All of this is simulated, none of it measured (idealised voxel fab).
Presented below is a process module, voxel released beams.
Xsec cut, 210 nm wide, square cell size 5 nm.
A cross-section is a grid of square cells, given in bands from the top down. A band is one or more rows of cells. Quick guide to a band line: top height, bottom height (nm) up front; then every material left to right with its width in nm. Only one material and it's marked "all across"? Then it fills the band edge to edge. And "empty" just means empty space. For the purposes of this specification, 0 denotes the height below which the wafer in its as-received condition is composed wholly of one material, and the lowermost band, lacking a lower limit, extends downward without end, as expressed in "0 and below". A width given as "30->40" starts at the first number in the band's top row and ends at the second number in its bottom row, shifting by an equal amount at every step from row to row. Where a step carries "nothing got changed", the cross-section came out of it unchanged, cell for cell. In "Non-vented voids" the enclosed voids are listed, meaning empty spaces of 8 cells or larger without any opening to the top. The form is width x height at distance, distance from the left edge, units nm. On each step's line, the part that comes after the settings is the simulator's own comment on the step. Steps that use a mask can have "overlay nm" on their line. It says how far the mask sat to the right of where it was meant to be. Negative means to the left.

THE PROCESS STEPS THAT WERE PLANNED ARE LISTED BELOW
1. RECEIVE | material Si
2. CONFORMAL_DEP | material Al2O3 | thk nm 10
3. DIRECTIONAL_DEP | material SiO2 | thk nm 15
4. MASKED_ETCH | tone open | mask id ANCHOR | width nm 40 | etch materials SiO2 | depth nm 15 | overlay nm 0
5. CONFORMAL_DEP | material SiN | thk nm 15
6. MASKED_ETCH | tone cover | mask id BEAM | width nm 125 | etch materials SiN | depth nm 15 | overlay nm 0
7. STRIP | etch materials SiO2

HERE'S WHAT THE WAFER LOOKED LIKE IN CROSS-SECTION WHEN IT ARRIVED - THAT'S AFTER STEP 1
* 0 and below  Si all across
* Non-vented voids: none

RESULT OF THE MODULE, CROSS-SECTIONED: START PER ABOVE, PLAN PER ABOVE, ONE ERROR IN HOW IT WAS RUN
* 40 down to 25  empty=40 / SiN=30 / empty=10 / SiN=85 / empty=45
* 25 down to 10  empty=55 / SiN=40 / empty=115
* 10 down to 0  Al2O3 all across
* 0 and below  Si all across
* Non-vented voids: none
Which mistake was made when the wafer was run? the process deviated at step 4: the operation and settings actually run there were MASKED_ETCH | tone open | mask id ANCHOR | width nm 40 | etch materials SiO2 | depth nm 15 | overlay nm 10
